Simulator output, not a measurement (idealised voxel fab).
Proc. module: voxel transistor to metal
The cross-section shown here is cut; it is 210 nm wide and divided into square cells measuring 5 nm on a side.
Notation: cross-section as square-cell grid; stated in bands, top first, going down; one or more cell rows per band. The entry gives the band's vertical extent as a top height and a bottom height in nm, then its horizontal make-up as materials from left to right, each with a width in nm. "blank" stands for empty space; a single material marked "everywhere" fills the band edge to edge. Heights are reckoned from 0. Under this level, the received wafer is all of one material. The bottommost band is open-ended downward, for example "from 0 down". The expression "30..40" gives the width at the extremes of the band, the first number at its top row of cells and the second at its bottom row, with the width changing by equal amounts from each row to the next in between. Where a step carries "no change occurred", the cross-section came out of it unchanged, cell for cell. This entry, "Enclosed cavity list", enumerates those empty regions of no fewer than 8 cells that possess no open connection to the top. Each region is reported in the form width x height at distance, the distance being taken from the left edge, with all three quantities expressed in nm. Text after the settings on a step's line: the simulator's own remark on that step. The "overlay nm" setting may appear on a step's line; for a step that uses a mask, it gives how far to the right of its planned position the mask lay, and a negative value indicates the left.
### Below is the list of planned process steps
step 1: RECEIVE | material Si
step 2: OXIDIZE | depth nm 5
step 3: CONFORMAL_DEP | material SiN | thk nm 10
step 4: PATTERN | tone cover | mask id ACTIVE | material resist | width nm 85 | thk nm 15 | overlay nm 0
step 5: DIRECTIONAL_ETCH | etch materials SiN | depth nm 10
step 6: DIRECTIONAL_ETCH | etch materials SiO2 | depth nm 5
step 7: DIRECTIONAL_ETCH | etch materials Si | depth nm 35
step 8: STRIP | etch materials resist
step 9: OXIDIZE | depth nm 5
step 10: FILL_DEP | material SiO2 | thk nm 5
step 11: CMP | height nm 10
step 12: SELECTIVE_ETCH | etch materials SiO2 | depth nm 10
step 13: STRIP | etch materials SiN
step 14: SELECTIVE_ETCH | etch materials SiO2 | depth nm 5
step 15: OXIDIZE | depth nm 5
step 16: DIRECTIONAL_DEP | material polySi | thk nm 25
step 17: DIRECTIONAL_DEP | material SiCN | thk nm 10
step 18: MASKED_ETCH | tone cover | mask id GATE | width nm 15 | etch materials SiCN | depth nm 20 | overlay nm 0
step 19: MASKED_ETCH | tone cover | mask id GATE | width nm 15 | etch materials polySi | depth nm 35 | overlay nm 0
step 20: CONFORMAL_DEP | material SiN | thk nm 10
step 21: DIRECTIONAL_ETCH | etch materials SiN | depth nm 10
step 22: DIRECTIONAL_ETCH | etch materials SiO2 | depth nm 5
step 23: DIRECTIONAL_ETCH | etch materials Si | depth nm 10
step 24: EPI | material nSi | thk nm 15
step 25: FILL_DEP | material SiO2 | thk nm 5
step 26: CMP | height nm 30
step 27: DIRECTIONAL_DEP | material SiO2 | thk nm 15
step 28: MASKED_ETCH | tone open | mask id CONTACT | width nm 15 | pitch nm 60 | etch materials SiO2 | depth nm 50 | overlay nm 0
step 29: CONFORMAL_DEP | material TiN | thk nm 5
step 30: FILL_DEP | material W | thk nm 10
step 31: CMP | height nm 45
step 32: DIRECTIONAL_DEP | material TiN | thk nm 5
step 33: DIRECTIONAL_DEP | material W | thk nm 25
step 34: PATTERN | tone cover | mask id METAL_1 | material resist | width nm 15 | pitch nm 60 | thk nm 15 | overlay nm 0
step 35: DIRECTIONAL_ETCH | etch materials W | depth nm 25
step 36: DIRECTIONAL_ETCH | etch materials TiN | depth nm 5
step 37: STRIP | etch materials resist
step 38: FILL_DEP | material lowk | thk nm 10
step 39: CMP | height nm 75
step 40: CONFORMAL_DEP | material SiN | thk nm 5
Variable across wafers: step 4 width nm (plan value is that of the first wafer; starting state common to all).
### As received, i.e. after step 1: cross-section through the first of several wafers
  from 0 down | Si everywhere
  Enclosed cavity list: none
### Cross-section after step 40, the final step of the module, for the first of several wafers
  from 80 to 75 | SiN everywhere
  from 75 to 50 | 65 lowk | 15 W | 45 lowk | 15 W | 70 lowk
  from 50 to 45 | 65 lowk | 15 TiN | 45 lowk | 15 TiN | 70 lowk
  from 45 to 30 | 65 SiO2 | 5 TiN | 5 W | 5 TiN | 45 SiO2 | 5 TiN | 5 W | 5 TiN | 70 SiO2
  from 30 to 20 | 65 SiO2 | 5 TiN | 5 W | 5 TiN | 5 SiO2 | 10 SiN | 15 SiCN | 10 SiN | 5 SiO2 | 5 TiN | 5 W | 5 TiN | 70 SiO2
  from 20 to 10 | 65 SiO2 | 5 TiN | 5 W | 5 TiN | 5 SiO2 | 10 SiN | 15 polySi | 10 SiN | 5 SiO2 | 5 TiN | 5 W | 5 TiN | 70 SiO2
  from 10 to 5 | 65 SiO2 | 15 TiN | 5 SiO2 | 10 SiN | 15 polySi | 10 SiN | 5 SiO2 | 15 TiN | 70 SiO2
  from 5 to -5 | 65 SiO2 | 5 TiN | 15 nSi | 10 SiN | 15 polySi | 10 SiN | 15 nSi | 5 TiN | 70 SiO2
  from -5 to -10 | 60 SiO2 | 25 nSi | 35 SiO2 | 25 nSi | 65 SiO2
  from -10 to -20 | 65 SiO2 | 20 nSi | 35 Si | 20 nSi | 70 SiO2
  from -20 to -45 | 65 SiO2 | 75 Si | 70 SiO2
  from -45 down | Si everywhere
  Enclosed cavity list: none
### Cross-section of the final wafer among several, taken at the end of the module
  from 80 to 75 | SiN everywhere
  from 75 to 50 | 65 lowk | 15 W | 45 lowk | 15 W | 70 lowk
  from 50 to 45 | 65 lowk | 15 TiN | 45 lowk | 15 TiN | 70 lowk
  from 45 to 30 | 65 SiO2 | 5 TiN | 5 W | 5 TiN | 45 SiO2 | 5 TiN | 5 W | 5 TiN | 70 SiO2
  from 30 to 20 | 65 SiO2 | 5 TiN | 5 W | 5 TiN | 5 SiO2 | 10 SiN | 15 SiCN | 10 SiN | 5 SiO2 | 5 TiN | 5 W | 5 TiN | 70 SiO2
  from 20 to 10 | 65 SiO2 | 5 TiN | 5 W | 5 TiN | 5 SiO2 | 10 SiN | 15 polySi | 10 SiN | 5 SiO2 | 5 TiN | 5 W | 5 TiN | 70 SiO2
  from 10 to 5 | 65 SiO2 | 15 TiN | 5 SiO2 | 10 SiN | 15 polySi | 10 SiN | 5 SiO2 | 15 TiN | 70 SiO2
  from 5 to -5 | 65 SiO2 | 5 TiN | 15 nSi | 10 SiN | 15 polySi | 10 SiN | 15 nSi | 5 TiN | 70 SiO2
  from -5 to -10 | 50 SiO2 | 35 nSi | 35 SiO2 | 40 nSi | 50 SiO2
  from -10 to -20 | 55 SiO2 | 30 nSi | 35 Si | 35 nSi | 55 SiO2
  from -20 to -45 | 55 SiO2 | 100 Si | 55 SiO2
  from -45 down | Si everywhere
  Enclosed cavity list: none
### Below, a row for every wafer. Read it as the end-of-module picture: for each material the wafer shows its cells gained (+) or lost (-) since it was received, and then its closed voids
width nm 85 | -289 Si | +6 SiCN | +70 SiN | +528 SiO2 | +44 TiN | +44 W | +216 lowk | +38 nSi | +15 polySi | Enclosed cavity list: none
width nm 90 | -284 Si | +6 SiCN | +70 SiN | +520 SiO2 | +44 TiN | +44 W | +216 lowk | +41 nSi | +15 polySi | Enclosed cavity list: none
width nm 95 | -279 Si | +6 SiCN | +70 SiN | +512 SiO2 | +44 TiN | +44 W | +216 lowk | +44 nSi | +15 polySi | Enclosed cavity list: none
width nm 100 | -274 Si | +6 SiCN | +70 SiN | +504 SiO2 | +44 TiN | +44 W | +216 lowk | +47 nSi | +15 polySi | Enclosed cavity list: none
width nm 105 | -269 Si | +6 SiCN | +70 SiN | +496 SiO2 | +44 TiN | +44 W | +216 lowk | +50 nSi | +15 polySi | Enclosed cavity list: none
width nm 110 | -264 Si | +6 SiCN | +70 SiN | +488 SiO2 | +44 TiN | +44 W | +216 lowk | +53 nSi | +15 polySi | Enclosed cavity list: none
